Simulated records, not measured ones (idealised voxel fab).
The process module presented herein is designated voxel capacitor over wiring.
Displayed cross-section: cut, width of 205 nm, square cells sized 5 nm.
Cross-section, as written here: a square-cell grid given band by band from the top down, where a band holds one or more rows of cells.
Band: top height; bottom height; in nm. Then, left to right: material with width in nm, for each material. "all across": a single material spanning edge to edge. "blank": empty space.
We count height from 0. Below that, the starting wafer is all one material. The lowest band never ends at the bottom but goes on down; see "top 0, no bottom" for how that is written.
Width spec "30->40" -> top row of cells at first value, bottom row at second value, equal per-row change in between.
"no change" means the step left every cell of the cross-section as it was.
Listed in "Trapped cavities": every empty space of 8 or more cells without an open way to the top. Form: width x height at distance, the distance being from the left edge, all in nm.
Where a step's line continues beyond its settings, the continuation is a remark by the simulator itself on that step.
overlay nm: on a step with a mask, how far right of its planned place the mask lay; negative means left.
Set out below are the planned steps of the process:
- 1: RECEIVE [material Si]
- 2: CONFORMAL_DEP [material SiO2] [thk nm 10]
- 3: CONFORMAL_DEP [material SiCN] [thk nm 5]
- 4: DIRECTIONAL_DEP [material lowk] [thk nm 25]
- 5: MASKED_ETCH [tone open] [mask id METAL_1] [width nm 25] [pitch nm 90] [etch materials lowk] [depth nm 25] [overlay nm 0]
- 6: MASKED_ETCH [tone open] [mask id METAL_1] [width nm 25] [pitch nm 90] [etch materials SiCN] [depth nm 5] [overlay nm 0]
- 7: CONFORMAL_DEP [material TiN] [thk nm 5]
- 8: FILL_DEP [material Cu] [thk nm 5]
- 9: CMP [height nm 40]
- 10: CONFORMAL_DEP [material SiCN] [thk nm 5]
- 11: DIRECTIONAL_DEP [material lowk] [thk nm 10]
- 12: MASKED_ETCH [tone open] [mask id PLUG_1] [width nm 15] [etch materials lowk] [depth nm 10] [overlay nm 0]
- 13: MASKED_ETCH [tone open] [mask id PLUG_1] [width nm 15] [etch materials SiCN] [depth nm 5] [overlay nm 0]
- 14: CONFORMAL_DEP [material TiN] [thk nm 5]
- 15: FILL_DEP [material Ru] [thk nm 5]
- 16: CMP [height nm 55]
- 17: DIRECTIONAL_DEP [material TiN] [thk nm 10]
- 18: DIRECTIONAL_DEP [material SiN] [thk nm 5]
- 19: DIRECTIONAL_DEP [material TiN] [thk nm 10]
- 20: PATTERN [tone cover] [mask id UPPER_PLATE] [material resist] [width nm 70] [thk nm 15] [overlay nm 0]
- 21: DIRECTIONAL_ETCH [etch materials TiN] [depth nm 10]
- 22: DIRECTIONAL_ETCH [etch materials SiN] [depth nm 5]
- 23: STRIP [etch materials resist]
- 24: PATTERN [tone cover] [mask id LOWER_PLATE] [material resist] [width nm 80] [thk nm 20] [overlay nm 0]
- 25: DIRECTIONAL_ETCH [etch materials TiN] [depth nm 10]
- 26: STRIP [etch materials resist]
- 27: FILL_DEP [material SiO2] [thk nm 20]
- 28: CMP [height nm 95]
- 29: PATTERN [tone open] [mask id PLUG_2] [material resist] [width nm 15] [thk nm 20] [overlay nm 0]
- 30: DIRECTIONAL_ETCH [etch materials SiO2] [depth nm 15]
- 31: STRIP [etch materials resist]
- 32: CONFORMAL_DEP [material TiN] [thk nm 5]
- 33: FILL_DEP [material Ru] [thk nm 10]
- 34: CMP [height nm 95]
- 35: CONFORMAL_DEP [material SiN] [thk nm 5]
Cross-section of the wafer as it came to us, i.e., already through step 1:
    top 0, no bottom | Si all across
    Trapped cavities: none
Cross-section, first of two wafers, end of module, run as planned:
    top 100, bottom 95 | SiN all across
    top 95, bottom 85 | 65 SiO2, then 5 TiN, then 5 Ru, then 5 TiN, then 125 SiO2
    top 85, bottom 80 | 65 SiO2, then 15 TiN, then 125 SiO2
    top 80, bottom 70 | 55 SiO2, then 70 TiN, then 80 SiO2
    top 70, bottom 65 | 55 SiO2, then 70 SiN, then 80 SiO2
    top 65, bottom 55 | 50 SiO2, then 80 TiN, then 75 SiO2
    top 55, bottom 45 | 55 lowk, then 5 TiN, then 5 Ru, then 5 TiN, then 135 lowk
    top 45, bottom 40 | 55 SiCN, then 15 TiN, then 135 SiCN
    top 40, bottom 15 | 45 lowk, then 5 TiN, then 15 Cu, then 5 TiN, then 65 lowk, then 5 TiN, then 15 Cu, then 5 TiN, then 45 lowk
    top 15, bottom 10 | 45 SiCN, then 25 TiN, then 65 SiCN, then 25 TiN, then 45 SiCN
    top 10, bottom 0 | SiO2 all across
    top 0, no bottom | Si all across
    Trapped cavities: none
Presented here is a cross-section of the second of the two wafers as it stood at the end of the module. It was started in the same manner and assigned the same plan as the first wafer; however, one mistake was made in its execution:
    top 100, bottom 95 | SiN all across
    top 95, bottom 85 | 65 SiO2, then 5 TiN, then 5 Ru, then 5 TiN, then 125 SiO2
    top 85, bottom 80 | 65 SiO2, then 15 TiN, then 125 SiO2
    top 80, bottom 70 | 55 SiO2, then 70 TiN, then 80 SiO2
    top 70, bottom 65 | 55 SiO2, then 70 SiN, then 80 SiO2
    top 65, bottom 60 | 50 SiO2, then 80 TiN, then 75 SiO2
    top 60, bottom 55 | TiN all across
    top 55, bottom 45 | 55 lowk, then 5 TiN, then 5 Ru, then 5 TiN, then 135 lowk
    top 45, bottom 40 | 55 SiCN, then 15 TiN, then 135 SiCN
    top 40, bottom 15 | 45 lowk, then 5 TiN, then 15 Cu, then 5 TiN, then 65 lowk, then 5 TiN, then 15 Cu, then 5 TiN, then 45 lowk
    top 15, bottom 10 | 45 SiCN, then 25 TiN, then 65 SiCN, then 25 TiN, then 45 SiCN
    top 10, bottom 0 | SiO2 all across
    top 0, no bottom | Si all across
    Trapped cavities: none
Against the plan, the run slipped here: step 25, actual vs plan mismatch, actual run DIRECTIONAL_ETCH [etch materials TiN] [depth nm 5]
Counted in cells at the end, the second wafer holds more or fewer of these materials than the first: -25 SiO2; +25 TiN
